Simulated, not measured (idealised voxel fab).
The name of this process module is voxel transistor to metal.
We display cut, a cross-section 285 nm in width whose square cells are each 5 nm.
Cross-sections here: square-cell grids, written as top-down lists of bands, a band being one or more rows of cells.
Top, bottom (nm), then materials left to right with widths (nm); lone material tagged "edge to edge" fills the whole band edge to edge; "blank" = empty space.
Basically, 0 is our baseline, since under it the wafer straight out of the box is all one material. The bottom band has no lower end and keeps on going down, so it looks like "top 0, no bottom".
Top row gets the first number, bottom row gets the second, and each row in between changes by the same step: that is how a band width like "30 to 40" works.
What does "no change" mean for a step? It means no cell of the cross-section changed in that step.
The label "Tabulated closed voids" introduces a list of the empty spaces, 8 cells or larger, that have no open way up to the top; each entry in it reads width x height at distance, where the distance is taken from the left edge and all three are stated in nm.
Formally, on a step line, whatever follows the settings is a remark that the simulator itself makes on the step.
If you see "overlay nm" on a step's line and that step has a mask, it's telling you how far right of where it was planned the mask ended up; a negative number means it went left instead.

The process steps that were planned are listed below
step 1: RECEIVE, material Si
step 2: OXIDIZE, depth nm 5
step 3: CONFORMAL_DEP, material SiN, thk nm 10
step 4: MASKED_ETCH, tone cover, mask id ACTIVE, width nm 110, pitch nm 140, etch materials SiN, depth nm 10, overlay nm 0
step 5: MASKED_ETCH, tone cover, mask id ACTIVE, width nm 110, pitch nm 140, etch materials SiO2, depth nm 5, overlay nm 0
step 6: MASKED_ETCH, tone cover, mask id ACTIVE, width nm 110, pitch nm 140, etch materials Si, depth nm 35, overlay nm 0
step 7: OXIDIZE, depth nm 5
step 8: FILL_DEP, material SiO2, thk nm 5
step 9: CMP, height nm 10
step 10: SELECTIVE_ETCH, etch materials SiO2, depth nm 10
step 11: STRIP, etch materials SiN
step 12: SELECTIVE_ETCH, etch materials SiO2, depth nm 5
step 13: OXIDIZE, depth nm 5
step 14: DIRECTIONAL_DEP, material polySi, thk nm 30
step 15: DIRECTIONAL_DEP, material SiCN, thk nm 15
step 16: DIRECTIONAL_DEP, material aC, thk nm 15
step 17: PATTERN, tone cover, mask id GATE, material resist, width nm 20, pitch nm 140, thk nm 30, overlay nm 0
step 18: DIRECTIONAL_ETCH, etch materials aC, depth nm 15
step 19: STRIP, etch materials resist
step 20: DIRECTIONAL_ETCH, etch materials SiCN, depth nm 25
step 21: DIRECTIONAL_ETCH, etch materials polySi, depth nm 40
step 22: STRIP, etch materials aC
step 23: CONFORMAL_DEP, material SiO2, thk nm 5
step 24: DIRECTIONAL_ETCH, etch materials SiO2, depth nm 5
step 25: CONFORMAL_DEP, material SiN, thk nm 5
step 26: DIRECTIONAL_ETCH, etch materials SiN, depth nm 5
step 27: DIRECTIONAL_ETCH, etch materials SiO2, depth nm 5
step 28: EPI, material pSi, thk nm 5
step 29: FILL_DEP, material SiO2, thk nm 10
step 30: CMP, height nm 40
step 31: DIRECTIONAL_DEP, material SiO2, thk nm 15
step 32: PATTERN, tone open, mask id CONTACT, material resist, width nm 20, pitch nm 70, thk nm 20, overlay nm 0
step 33: DIRECTIONAL_ETCH, etch materials SiO2, depth nm 60
step 34: STRIP, etch materials resist
step 35: CONFORMAL_DEP, material TiN, thk nm 5
step 36: FILL_DEP, material W, thk nm 5
step 37: CMP, height nm 55
step 38: CONFORMAL_DEP, material SiCN, thk nm 5
step 39: DIRECTIONAL_DEP, material SiO2, thk nm 20
step 40: PATTERN, tone open, mask id METAL_1, material resist, width nm 20, pitch nm 70, thk nm 15, overlay nm 0
step 41: DIRECTIONAL_ETCH, etch materials SiO2, depth nm 20
step 42: DIRECTIONAL_ETCH, etch materials SiCN, depth nm 5
step 43: STRIP, etch materials resist
step 44: CONFORMAL_DEP, material TiN, thk nm 5
step 45: FILL_DEP, material Cu, thk nm 10
step 46: CMP, height nm 80
step 47: CONFORMAL_DEP, material SiN, thk nm 5

First of two wafers: run as planned

Received-state cross-section, reflecting completion of step 1
* top 0, no bottom: Si edge to edge
* Tabulated closed voids: none

Cross-section: wafer state after step 2
* top 0, bottom -5: SiO2 edge to edge
* Note: structure below -5 unchanged.

Cross-section: wafer state after step 3
* top 10, bottom 0: SiN edge to edge
* Note: structure below 0 unchanged.

Cross-section: wafer state after step 4
* top 10, bottom 0: 15 blank | 110 SiN | 30 blank | 110 SiN | 20 blank
* Note: structure below 0 unchanged.

Cross-section: wafer state after step 5
* top 10, bottom 0: 15 blank | 110 SiN | 30 blank | 110 SiN | 20 blank
* top 0, bottom -5: 15 blank | 110 SiO2 | 30 blank | 110 SiO2 | 20 blank
* Note: structure below -5 unchanged.

Cross-section: wafer state after step 6
* top 10, bottom 0: 15 blank | 110 SiN | 30 blank | 110 SiN | 20 blank
* top 0, bottom -5: 15 blank | 110 SiO2 | 30 blank | 110 SiO2 | 20 blank
* top -5, bottom -40: 15 blank | 110 Si | 30 blank | 110 Si | 20 blank
* Note: structure below -40 unchanged.

Cross-section: wafer state after step 7
* top 10, bottom 0: 15 blank | 110 SiN | 30 blank | 110 SiN | 20 blank
* top 0, bottom -5: 15 blank | 110 SiO2 | 30 blank | 110 SiO2 | 20 blank
* top -5, bottom -40: 15 blank | 5 SiO2 | 100 Si | 5 SiO2 | 30 blank | 5 SiO2 | 100 Si | 5 SiO2 | 20 blank
* top -40, bottom -45: 20 SiO2 | 100 Si | 40 SiO2 | 100 Si | 25 SiO2
* Note: structure below -45 unchanged.

Cross-section: wafer state after step 8
* top 15, bottom 10: SiO2 edge to edge
* top 10, bottom 0: 15 SiO2 | 110 SiN | 30 SiO2 | 110 SiN | 20 SiO2
* top 0, bottom -5: SiO2 edge to edge
* top -5, bottom -45: 20 SiO2 | 100 Si | 40 SiO2 | 100 Si | 25 SiO2
* Note: structure below -45 unchanged.

Cross-section: wafer state after step 9
* top 10, bottom 0: 15 SiO2 | 110 SiN | 30 SiO2 | 110 SiN | 20 SiO2
* Note: structure below 0 unchanged.

Cross-section: wafer state after step 10
* top 10, bottom 0: 15 blank | 110 SiN | 30 blank | 110 SiN | 20 blank
* Note: structure below 0 unchanged.

Cross-section: wafer state after step 11
* top 0, bottom -5: SiO2 edge to edge
* Note: structure below -5 unchanged.

Cross-section: wafer state after step 12
* top -5, bottom -45: 20 SiO2 | 100 Si | 40 SiO2 | 100 Si | 25 SiO2
* Note: structure below -45 unchanged.

Cross-section: wafer state after step 13
* top -5, bottom -10: SiO2 edge to edge
* Note: structure below -10 unchanged.

Cross-section: wafer state after step 14
* top 25, bottom -5: polySi edge to edge
* Note: structure below -5 unchanged.

Cross-section: wafer state after step 15
* top 40, bottom 25: SiCN edge to edge
* Note: structure below 25 unchanged.

Cross-section: wafer state after step 16
* top 55, bottom 40: aC edge to edge
* Note: structure below 40 unchanged.

Cross-section: wafer state after step 17
* top 85, bottom 55: 60 blank | 20 resist | 120 blank | 20 resist | 65 blank
* Note: structure below 55 unchanged.

Cross-section: wafer state after step 18
* top 70, bottom 55: 60 blank | 20 resist | 120 blank | 20 resist | 65 blank
* top 55, bottom 40: 60 blank | 20 aC | 120 blank | 20 aC | 65 blank
* Note: structure below 40 unchanged.

Cross-section: wafer state after step 19
* top 55, bottom 40: 60 blank | 20 aC | 120 blank | 20 aC | 65 blank
* Note: structure below 40 unchanged.

Cross-section: wafer state after step 20
* top 55, bottom 40: 60 blank | 20 aC | 120 blank | 20 aC | 65 blank
* top 40, bottom 25: 60 blank | 20 SiCN | 120 blank | 20 SiCN | 65 blank
* Note: structure below 25 unchanged.

Cross-section: wafer state after step 21
* top 55, bottom 40: 60 blank | 20 aC | 120 blank | 20 aC | 65 blank
* top 40, bottom 25: 60 blank | 20 SiCN | 120 blank | 20 SiCN | 65 blank
* top 25, bottom -5: 60 blank | 20 polySi | 120 blank | 20 polySi | 65 blank
* Note: structure below -5 unchanged.

Cross-section: wafer state after step 22
* top 40, bottom 25: 60 blank | 20 SiCN | 120 blank | 20 SiCN | 65 blank
* Note: structure below 25 unchanged.

Cross-section: wafer state after step 23
* top 45, bottom 40: 55 blank | 30 SiO2 | 110 blank | 30 SiO2 | 60 blank
* top 40, bottom 25: 55 blank | 5 SiO2 | 20 SiCN | 5 SiO2 | 110 blank | 5 SiO2 | 20 SiCN | 5 SiO2 | 60 blank
* top 25, bottom 0: 55 blank | 5 SiO2 | 20 polySi | 5 SiO2 | 110 blank | 5 SiO2 | 20 polySi | 5 SiO2 | 60 blank
* top 0, bottom -5: 60 SiO2 | 20 polySi | 120 SiO2 | 20 polySi | 65 SiO2
* Note: structure below -5 unchanged.

Cross-section: wafer state after step 24
* top 40, bottom 25: 55 blank | 5 SiO2 | 20 SiCN | 5 SiO2 | 110 blank | 5 SiO2 | 20 SiCN | 5 SiO2 | 60 blank
* top 25, bottom -5: 55 blank | 5 SiO2 | 20 polySi | 5 SiO2 | 110 blank | 5 SiO2 | 20 polySi | 5 SiO2 | 60 blank
* Note: structure below -5 unchanged.

Cross-section: wafer state after step 25
* top 45, bottom 40: 50 blank | 40 SiN | 100 blank | 40 SiN | 55 blank
* top 40, bottom 25: 50 blank | 5 SiN | 5 SiO2 | 20 SiCN | 5 SiO2 | 5 SiN | 100 blank | 5 SiN | 5 SiO2 | 20 SiCN | 5 SiO2 | 5 SiN | 55 blank
* top 25, bottom 0: 50 blank | 5 SiN | 5 SiO2 | 20 polySi | 5 SiO2 | 5 SiN | 100 blank | 5 SiN | 5 SiO2 | 20 polySi | 5 SiO2 | 5 SiN | 55 blank
* top 0, bottom -5: 55 SiN | 5 SiO2 | 20 polySi | 5 SiO2 | 110 SiN | 5 SiO2 | 20 polySi | 5 SiO2 | 60 SiN
* Note: structure below -5 unchanged.

Cross-section: wafer state after step 26
* top 40, bottom 25: 50 blank | 5 SiN | 5 SiO2 | 20 SiCN | 5 SiO2 | 5 SiN | 100 blank | 5 SiN | 5 SiO2 | 20 SiCN | 5 SiO2 | 5 SiN | 55 blank
* top 25, bottom -5: 50 blank | 5 SiN | 5 SiO2 | 20 polySi | 5 SiO2 | 5 SiN | 100 blank | 5 SiN | 5 SiO2 | 20 polySi | 5 SiO2 | 5 SiN | 55 blank
* Note: structure below -5 unchanged.

Cross-section: wafer state after step 27
* top 40, bottom 35: 50 blank | 5 SiN | 5 blank | 20 SiCN | 5 blank | 5 SiN | 100 blank | 5 SiN | 5 blank | 20 SiCN | 5 blank | 5 SiN | 55 blank
* top 35, bottom 25: 50 blank | 5 SiN | 5 SiO2 | 20 SiCN | 5 SiO2 | 5 SiN | 100 blank | 5 SiN | 5 SiO2 | 20 SiCN | 5 SiO2 | 5 SiN | 55 blank
* top 25, bottom -5: 50 blank | 5 SiN | 5 SiO2 | 20 polySi | 5 SiO2 | 5 SiN | 100 blank | 5 SiN | 5 SiO2 | 20 polySi | 5 SiO2 | 5 SiN | 55 blank
* top -5, bottom -10: 50 blank | 40 SiO2 | 100 blank | 40 SiO2 | 55 blank
* Note: structure below -10 unchanged.

Cross-section: wafer state after step 28
* top 40, bottom 35: 50 blank | 5 SiN | 5 blank | 20 SiCN | 5 blank | 5 SiN | 100 blank | 5 SiN | 5 blank | 20 SiCN | 5 blank | 5 SiN | 55 blank
* top 35, bottom 25: 50 blank | 5 SiN | 5 SiO2 | 20 SiCN | 5 SiO2 | 5 SiN | 100 blank | 5 SiN | 5 SiO2 | 20 SiCN | 5 SiO2 | 5 SiN | 55 blank
* top 25, bottom -5: 50 blank | 5 SiN | 5 SiO2 | 20 polySi | 5 SiO2 | 5 SiN | 100 blank | 5 SiN | 5 SiO2 | 20 polySi | 5 SiO2 | 5 SiN | 55 blank
* top -5, bottom -10: 15 blank | 35 pSi | 40 SiO2 | 35 pSi | 30 blank | 35 pSi | 40 SiO2 | 35 pSi | 20 blank
* Note: structure below -10 unchanged.

Cross-section: wafer state after step 29
* top 50, bottom 40: SiO2 edge to edge
* top 40, bottom 25: 50 SiO2 | 5 SiN | 5 SiO2 | 20 SiCN | 5 SiO2 | 5 SiN | 100 SiO2 | 5 SiN | 5 SiO2 | 20 SiCN | 5 SiO2 | 5 SiN | 55 SiO2
* top 25, bottom -5: 50 SiO2 | 5 SiN | 5 SiO2 | 20 polySi | 5 SiO2 | 5 SiN | 100 SiO2 | 5 SiN | 5 SiO2 | 20 polySi | 5 SiO2 | 5 SiN | 55 SiO2
* top -5, bottom -10: 15 SiO2 | 35 pSi | 40 SiO2 | 35 pSi | 30 SiO2 | 35 pSi | 40 SiO2 | 35 pSi | 20 SiO2
* Note: structure below -10 unchanged.

Cross-section: wafer state after step 30
* top 40, bottom 25: 50 SiO2 | 5 SiN | 5 SiO2 | 20 SiCN | 5 SiO2 | 5 SiN | 100 SiO2 | 5 SiN | 5 SiO2 | 20 SiCN | 5 SiO2 | 5 SiN | 55 SiO2
* Note: structure below 25 unchanged.

Cross-section: wafer state after step 31
* top 55, bottom 40: SiO2 edge to edge
* Note: structure below 40 unchanged.

Cross-section: wafer state after step 32
* top 75, bottom 55: 25 resist | 20 blank | 50 resist | 20 blank | 50 resist | 20 blank | 50 resist | 20 blank | 30 resist
* Note: structure below 55 unchanged.

Cross-section: wafer state after step 33
* top 75, bottom 55: 25 resist | 20 blank | 50 resist | 20 blank | 50 resist | 20 blank | 50 resist | 20 blank | 30 resist
* top 55, bottom 40: 25 SiO2 | 20 blank | 50 SiO2 | 20 blank | 50 SiO2 | 20 blank | 50 SiO2 | 20 blank | 30 SiO2
* top 40, bottom 25: 25 SiO2 | 20 blank | 5 SiO2 | 5 SiN | 5 SiO2 | 20 SiCN | 5 SiO2 | 5 SiN | 5 SiO2 | 20 blank | 50 SiO2 | 20 blank | 5 SiO2 | 5 SiN | 5 SiO2 | 20 SiCN | 5 SiO2 | 5 SiN | 5 SiO2 | 20 blank | 30 SiO2
* top 25, bottom -5: 25 SiO2 | 20 blank | 5 SiO2 | 5 SiN | 5 SiO2 | 20 polySi | 5 SiO2 | 5 SiN | 5 SiO2 | 20 blank | 50 SiO2 | 20 blank | 5 SiO2 | 5 SiN | 5 SiO2 | 20 polySi | 5 SiO2 | 5 SiN | 5 SiO2 | 20 blank | 30 SiO2
* Note: structure below -5 unchanged.

Cross-section: wafer state after step 34
* top 55, bottom 40: 25 SiO2 | 20 blank | 50 SiO2 | 20 blank | 50 SiO2 | 20 blank | 50 SiO2 | 20 blank | 30 SiO2
* Note: structure below 40 unchanged.

Cross-section: wafer state after step 35
* top 60, bottom 55: 30 TiN | 10 blank | 60 TiN | 10 blank | 60 TiN | 10 blank | 60 TiN | 10 blank | 35 TiN
* top 55, bottom 40: 25 SiO2 | 5 TiN | 10 blank | 5 TiN | 50 SiO2 | 5 TiN | 10 blank | 5 TiN | 50 SiO2 | 5 TiN | 10 blank | 5 TiN | 50 SiO2 | 5 TiN | 10 blank | 5 TiN | 30 SiO2
* top 40, bottom 25: 25 SiO2 | 5 TiN | 10 blank | 5 TiN | 5 SiO2 | 5 SiN | 5 SiO2 | 20 SiCN | 5 SiO2 | 5 SiN | 5 SiO2 | 5 TiN | 10 blank | 5 TiN | 50 SiO2 | 5 TiN | 10 blank | 5 TiN | 5 SiO2 | 5 SiN | 5 SiO2 | 20 SiCN | 5 SiO2 | 5 SiN | 5 SiO2 | 5 TiN | 10 blank | 5 TiN | 30 SiO2
* top 25, bottom 0: 25 SiO2 | 5 TiN | 10 blank | 5 TiN | 5 SiO2 | 5 SiN | 5 SiO2 | 20 polySi | 5 SiO2 | 5 SiN | 5 SiO2 | 5 TiN | 10 blank | 5 TiN | 50 SiO2 | 5 TiN | 10 blank | 5 TiN | 5 SiO2 | 5 SiN | 5 SiO2 | 20 polySi | 5 SiO2 | 5 SiN | 5 SiO2 | 5 TiN | 10 blank | 5 TiN | 30 SiO2
* top 0, bottom -5: 25 SiO2 | 20 TiN | 5 SiO2 | 5 SiN | 5 SiO2 | 20 polySi | 5 SiO2 | 5 SiN | 5 SiO2 | 20 TiN | 50 SiO2 | 20 TiN | 5 SiO2 | 5 SiN | 5 SiO2 | 20 polySi | 5 SiO2 | 5 SiN | 5 SiO2 | 20 TiN | 30 SiO2
* Note: structure below -5 unchanged.

Cross-section: wafer state after step 36
* top 65, bottom 60: W edge to edge
* top 60, bottom 55: 30 TiN | 10 W | 60 TiN | 10 W | 60 TiN | 10 W | 60 TiN | 10 W | 35 TiN
* top 55, bottom 40: 25 SiO2 | 5 TiN | 10 W | 5 TiN | 50 SiO2 | 5 TiN | 10 W | 5 TiN | 50 SiO2 | 5 TiN | 10 W | 5 TiN | 50 SiO2 | 5 TiN | 10 W | 5 TiN | 30 SiO2
* top 40, bottom 25: 25 SiO2 | 5 TiN | 10 W | 5 TiN | 5 SiO2 | 5 SiN | 5 SiO2 | 20 SiCN | 5 SiO2 | 5 SiN | 5 SiO2 | 5 TiN | 10 W | 5 TiN | 50 SiO2 | 5 TiN | 10 W | 5 TiN | 5 SiO2 | 5 SiN | 5 SiO2 | 20 SiCN | 5 SiO2 | 5 SiN | 5 SiO2 | 5 TiN | 10 W | 5 TiN | 30 SiO2
* top 25, bottom 0: 25 SiO2 | 5 TiN | 10 W | 5 TiN | 5 SiO2 | 5 SiN | 5 SiO2 | 20 polySi | 5 SiO2 | 5 SiN | 5 SiO2 | 5 TiN | 10 W | 5 TiN | 50 SiO2 | 5 TiN | 10 W | 5 TiN | 5 SiO2 | 5 SiN | 5 SiO2 | 20 polySi | 5 SiO2 | 5 SiN | 5 SiO2 | 5 TiN | 10 W | 5 TiN | 30 SiO2
* Note: structure below 0 unchanged.

Cross-section: wafer state after step 37
* top 55, bottom 40: 25 SiO2 | 5 TiN | 10 W | 5 TiN | 50 SiO2 | 5 TiN | 10 W | 5 TiN | 50 SiO2 | 5 TiN | 10 W | 5 TiN | 50 SiO2 | 5 TiN | 10 W | 5 TiN | 30 SiO2
* Note: structure below 40 unchanged.

Cross-section: wafer state after step 38
* top 60, bottom 55: SiCN edge to edge
* Note: structure below 55 unchanged.

Cross-section: wafer state after step 39
* top 80, bottom 60: SiO2 edge to edge
* Note: structure below 60 unchanged.

Cross-section: wafer state after step 40
* top 95, bottom 80: 25 resist | 20 blank | 50 resist | 20 blank | 50 resist | 20 blank | 50 resist | 20 blank | 30 resist
* Note: structure below 80 unchanged.

Cross-section: wafer state after step 41
* top 95, bottom 80: 25 resist | 20 blank | 50 resist | 20 blank | 50 resist | 20 blank | 50 resist | 20 blank | 30 resist
* top 80, bottom 60: 25 SiO2 | 20 blank | 50 SiO2 | 20 blank | 50 SiO2 | 20 blank | 50 SiO2 | 20 blank | 30 SiO2
* Note: structure below 60 unchanged.

Cross-section: wafer state after step 42
* top 95, bottom 80: 25 resist | 20 blank | 50 resist | 20 blank | 50 resist | 20 blank | 50 resist | 20 blank | 30 resist
* top 80, bottom 60: 25 SiO2 | 20 blank | 50 SiO2 | 20 blank | 50 SiO2 | 20 blank | 50 SiO2 | 20 blank | 30 SiO2
* top 60, bottom 55: 25 SiCN | 20 blank | 50 SiCN | 20 blank | 50 SiCN | 20 blank | 50 SiCN | 20 blank | 30 SiCN
* Note: structure below 55 unchanged.

Cross-section: wafer state after step 43
* top 80, bottom 60: 25 SiO2 | 20 blank | 50 SiO2 | 20 blank | 50 SiO2 | 20 blank | 50 SiO2 | 20 blank | 30 SiO2
* Note: structure below 60 unchanged.

Cross-section: wafer state after step 44
* top 85, bottom 80: 30 TiN | 10 blank | 60 TiN | 10 blank | 60 TiN | 10 blank | 60 TiN | 10 blank | 35 TiN
* top 80, bottom 60: 25 SiO2 | 5 TiN | 10 blank | 5 TiN | 50 SiO2 | 5 TiN | 10 blank | 5 TiN | 50 SiO2 | 5 TiN | 10 blank | 5 TiN | 50 SiO2 | 5 TiN | 10 blank | 5 TiN | 30 SiO2
* top 60, bottom 55: 25 SiCN | 20 TiN | 50 SiCN | 20 TiN | 50 SiCN | 20 TiN | 50 SiCN | 20 TiN | 30 SiCN
* Note: structure below 55 unchanged.

Cross-section: wafer state after step 45
* top 95, bottom 85: Cu edge to edge
* top 85, bottom 80: 30 TiN | 10 Cu | 60 TiN | 10 Cu | 60 TiN | 10 Cu | 60 TiN | 10 Cu | 35 TiN
* top 80, bottom 60: 25 SiO2 | 5 TiN | 10 Cu | 5 TiN | 50 SiO2 | 5 TiN | 10 Cu | 5 TiN | 50 SiO2 | 5 TiN | 10 Cu | 5 TiN | 50 SiO2 | 5 TiN | 10 Cu | 5 TiN | 30 SiO2
* Note: structure below 60 unchanged.

Cross-section: wafer state after step 46
* top 80, bottom 60: 25 SiO2 | 5 TiN | 10 Cu | 5 TiN | 50 SiO2 | 5 TiN | 10 Cu | 5 TiN | 50 SiO2 | 5 TiN | 10 Cu | 5 TiN | 50 SiO2 | 5 TiN | 10 Cu | 5 TiN | 30 SiO2
* Note: structure below 60 unchanged.

Cross-section: wafer state after step 47
* top 85, bottom 80: SiN edge to edge
* Note: structure below 80 unchanged.

Second wafer - shared start and plan with the first - one error in running - same as the first up to step 31 inclusive

Second wafer shown in cross-section at the time step 32 was slated to end
* top 75, bottom 55: 35 resist | 20 blank | 50 resist | 20 blank | 50 resist | 20 blank | 50 resist | 20 blank | 20 resist
* Note: structure below 55 unchanged.

Second wafer shown in cross-section at the time step 33 was slated to end
* top 75, bottom 55: 35 resist | 20 blank | 50 resist | 20 blank | 50 resist | 20 blank | 50 resist | 20 blank | 20 resist
* top 55, bottom 40: 35 SiO2 | 20 blank | 50 SiO2 | 20 blank | 50 SiO2 | 20 blank | 50 SiO2 | 20 blank | 20 SiO2
* top 40, bottom 25: 35 SiO2 | 15 blank | 5 SiN | 5 SiO2 | 20 SiCN | 5 SiO2 | 5 SiN | 15 SiO2 | 20 blank | 50 SiO2 | 15 blank | 5 SiN | 5 SiO2 | 20 SiCN | 5 SiO2 | 5 SiN | 15 SiO2 | 20 blank | 20 SiO2
* top 25, bottom -5: 35 SiO2 | 15 blank | 5 SiN | 5 SiO2 | 20 polySi | 5 SiO2 | 5 SiN | 15 SiO2 | 20 blank | 50 SiO2 | 15 blank | 5 SiN | 5 SiO2 | 20 polySi | 5 SiO2 | 5 SiN | 15 SiO2 | 20 blank | 20 SiO2
* Note: structure below -5 unchanged.

Second wafer shown in cross-section at the time step 34 was slated to end
* top 55, bottom 40: 35 SiO2 | 20 blank | 50 SiO2 | 20 blank | 50 SiO2 | 20 blank | 50 SiO2 | 20 blank | 20 SiO2
* Note: structure below 40 unchanged.

Second wafer shown in cross-section at the time step 35 was slated to end
* top 60, bottom 55: 40 TiN | 10 blank | 60 TiN | 10 blank | 60 TiN | 10 blank | 60 TiN | 10 blank | 25 TiN
* top 55, bottom 45: 35 SiO2 | 5 TiN | 10 blank | 5 TiN | 50 SiO2 | 5 TiN | 10 blank | 5 TiN | 50 SiO2 | 5 TiN | 10 blank | 5 TiN | 50 SiO2 | 5 TiN | 10 blank | 5 TiN | 20 SiO2
* top 45, bottom 40: 35 SiO2 | 5 TiN | 5 blank | 10 TiN | 50 SiO2 | 5 TiN | 10 blank | 5 TiN | 50 SiO2 | 5 TiN | 5 blank | 10 TiN | 50 SiO2 | 5 TiN | 10 blank | 5 TiN | 20 SiO2
* top 40, bottom 25: 35 SiO2 | 5 TiN | 5 blank | 5 TiN | 5 SiN | 5 SiO2 | 20 SiCN | 5 SiO2 | 5 SiN | 15 SiO2 | 5 TiN | 10 blank | 5 TiN | 50 SiO2 | 5 TiN | 5 blank | 5 TiN | 5 SiN | 5 SiO2 | 20 SiCN | 5 SiO2 | 5 SiN | 15 SiO2 | 5 TiN | 10 blank | 5 TiN | 20 SiO2
* top 25, bottom 0: 35 SiO2 | 5 TiN | 5 blank | 5 TiN | 5 SiN | 5 SiO2 | 20 polySi | 5 SiO2 | 5 SiN | 15 SiO2 | 5 TiN | 10 blank | 5 TiN | 50 SiO2 | 5 TiN | 5 blank | 5 TiN | 5 SiN | 5 SiO2 | 20 polySi | 5 SiO2 | 5 SiN | 15 SiO2 | 5 TiN | 10 blank | 5 TiN | 20 SiO2
* top 0, bottom -5: 35 SiO2 | 15 TiN | 5 SiN | 5 SiO2 | 20 polySi | 5 SiO2 | 5 SiN | 15 SiO2 | 20 TiN | 50 SiO2 | 15 TiN | 5 SiN | 5 SiO2 | 20 polySi | 5 SiO2 | 5 SiN | 15 SiO2 | 20 TiN | 20 SiO2
* Note: structure below -5 unchanged.

Second wafer shown in cross-section at the time step 36 was slated to end
* top 65, bottom 60: W edge to edge
* top 60, bottom 55: 40 TiN | 10 W | 60 TiN | 10 W | 60 TiN | 10 W | 60 TiN | 10 W | 25 TiN
* top 55, bottom 45: 35 SiO2 | 5 TiN | 10 W | 5 TiN | 50 SiO2 | 5 TiN | 10 W | 5 TiN | 50 SiO2 | 5 TiN | 10 W | 5 TiN | 50 SiO2 | 5 TiN | 10 W | 5 TiN | 20 SiO2
* top 45, bottom 40: 35 SiO2 | 5 TiN | 5 W | 10 TiN | 50 SiO2 | 5 TiN | 10 W | 5 TiN | 50 SiO2 | 5 TiN | 5 W | 10 TiN | 50 SiO2 | 5 TiN | 10 W | 5 TiN | 20 SiO2
* top 40, bottom 25: 35 SiO2 | 5 TiN | 5 W | 5 TiN | 5 SiN | 5 SiO2 | 20 SiCN | 5 SiO2 | 5 SiN | 15 SiO2 | 5 TiN | 10 W | 5 TiN | 50 SiO2 | 5 TiN | 5 W | 5 TiN | 5 SiN | 5 SiO2 | 20 SiCN | 5 SiO2 | 5 SiN | 15 SiO2 | 5 TiN | 10 W | 5 TiN | 20 SiO2
* top 25, bottom 0: 35 SiO2 | 5 TiN | 5 W | 5 TiN | 5 SiN | 5 SiO2 | 20 polySi | 5 SiO2 | 5 SiN | 15 SiO2 | 5 TiN | 10 W | 5 TiN | 50 SiO2 | 5 TiN | 5 W | 5 TiN | 5 SiN | 5 SiO2 | 20 polySi | 5 SiO2 | 5 SiN | 15 SiO2 | 5 TiN | 10 W | 5 TiN | 20 SiO2
* Note: structure below 0 unchanged.

Second wafer shown in cross-section at the time step 37 was slated to end
* top 55, bottom 45: 35 SiO2 | 5 TiN | 10 W | 5 TiN | 50 SiO2 | 5 TiN | 10 W | 5 TiN | 50 SiO2 | 5 TiN | 10 W | 5 TiN | 50 SiO2 | 5 TiN | 10 W | 5 TiN | 20 SiO2
* Note: structure below 45 unchanged.

Second wafer shown in cross-section at the time step 38 was slated to end
* top 60, bottom 55: SiCN edge to edge
* Note: structure below 55 unchanged.

Second wafer shown in cross-section at the time step 39 was slated to end
* top 80, bottom 60: SiO2 edge to edge
* Note: structure below 60 unchanged.

Second wafer shown in cross-section at the time step 40 was slated to end
* top 95, bottom 80: 25 resist | 20 blank | 50 resist | 20 blank | 50 resist | 20 blank | 50 resist | 20 blank | 30 resist
* Note: structure below 80 unchanged.

Second wafer shown in cross-section at the time step 41 was slated to end
* top 95, bottom 80: 25 resist | 20 blank | 50 resist | 20 blank | 50 resist | 20 blank | 50 resist | 20 blank | 30 resist
* top 80, bottom 60: 25 SiO2 | 20 blank | 50 SiO2 | 20 blank | 50 SiO2 | 20 blank | 50 SiO2 | 20 blank | 30 SiO2
* Note: structure below 60 unchanged.

Second wafer shown in cross-section at the time step 42 was slated to end
* top 95, bottom 80: 25 resist | 20 blank | 50 resist | 20 blank | 50 resist | 20 blank | 50 resist | 20 blank | 30 resist
* top 80, bottom 60: 25 SiO2 | 20 blank | 50 SiO2 | 20 blank | 50 SiO2 | 20 blank | 50 SiO2 | 20 blank | 30 SiO2
* top 60, bottom 55: 25 SiCN | 20 blank | 50 SiCN | 20 blank | 50 SiCN | 20 blank | 50 SiCN | 20 blank | 30 SiCN
* Note: structure below 55 unchanged.

Second wafer shown in cross-section at the time step 43 was slated to end
* top 80, bottom 60: 25 SiO2 | 20 blank | 50 SiO2 | 20 blank | 50 SiO2 | 20 blank | 50 SiO2 | 20 blank | 30 SiO2
* Note: structure below 60 unchanged.

Second wafer shown in cross-section at the time step 44 was slated to end
* top 85, bottom 80: 30 TiN | 10 blank | 60 TiN | 10 blank | 60 TiN | 10 blank | 60 TiN | 10 blank | 35 TiN
* top 80, bottom 60: 25 SiO2 | 5 TiN | 10 blank | 5 TiN | 50 SiO2 | 5 TiN | 10 blank | 5 TiN | 50 SiO2 | 5 TiN | 10 blank | 5 TiN | 50 SiO2 | 5 TiN | 10 blank | 5 TiN | 30 SiO2
* top 60, bottom 55: 25 SiCN | 20 TiN | 50 SiCN | 20 TiN | 50 SiCN | 20 TiN | 50 SiCN | 20 TiN | 30 SiCN
* Note: structure below 55 unchanged.

Second wafer shown in cross-section at the time step 45 was slated to end
* top 95, bottom 85: Cu edge to edge
* top 85, bottom 80: 30 TiN | 10 Cu | 60 TiN | 10 Cu | 60 TiN | 10 Cu | 60 TiN | 10 Cu | 35 TiN
* top 80, bottom 60: 25 SiO2 | 5 TiN | 10 Cu | 5 TiN | 50 SiO2 | 5 TiN | 10 Cu | 5 TiN | 50 SiO2 | 5 TiN | 10 Cu | 5 TiN | 50 SiO2 | 5 TiN | 10 Cu | 5 TiN | 30 SiO2
* Note: structure below 60 unchanged.

Second wafer shown in cross-section at the time step 46 was slated to end
* top 80, bottom 60: 25 SiO2 | 5 TiN | 10 Cu | 5 TiN | 50 SiO2 | 5 TiN | 10 Cu | 5 TiN | 50 SiO2 | 5 TiN | 10 Cu | 5 TiN | 50 SiO2 | 5 TiN | 10 Cu | 5 TiN | 30 SiO2
* Note: structure below 60 unchanged.

Second wafer shown in cross-section at the time step 47 was slated to end
* top 85, bottom 80: SiN edge to edge
* Note: structure below 80 unchanged.
The plan and the run diverged here: planned and actual differ for step 32; actual: PATTERN, tone open, mask id CONTACT, material resist, width nm 20, pitch nm 70, thk nm 20, overlay nm 10
Final cells, second wafer relative to first, materials higher or lower: SiO2 +18, W -18
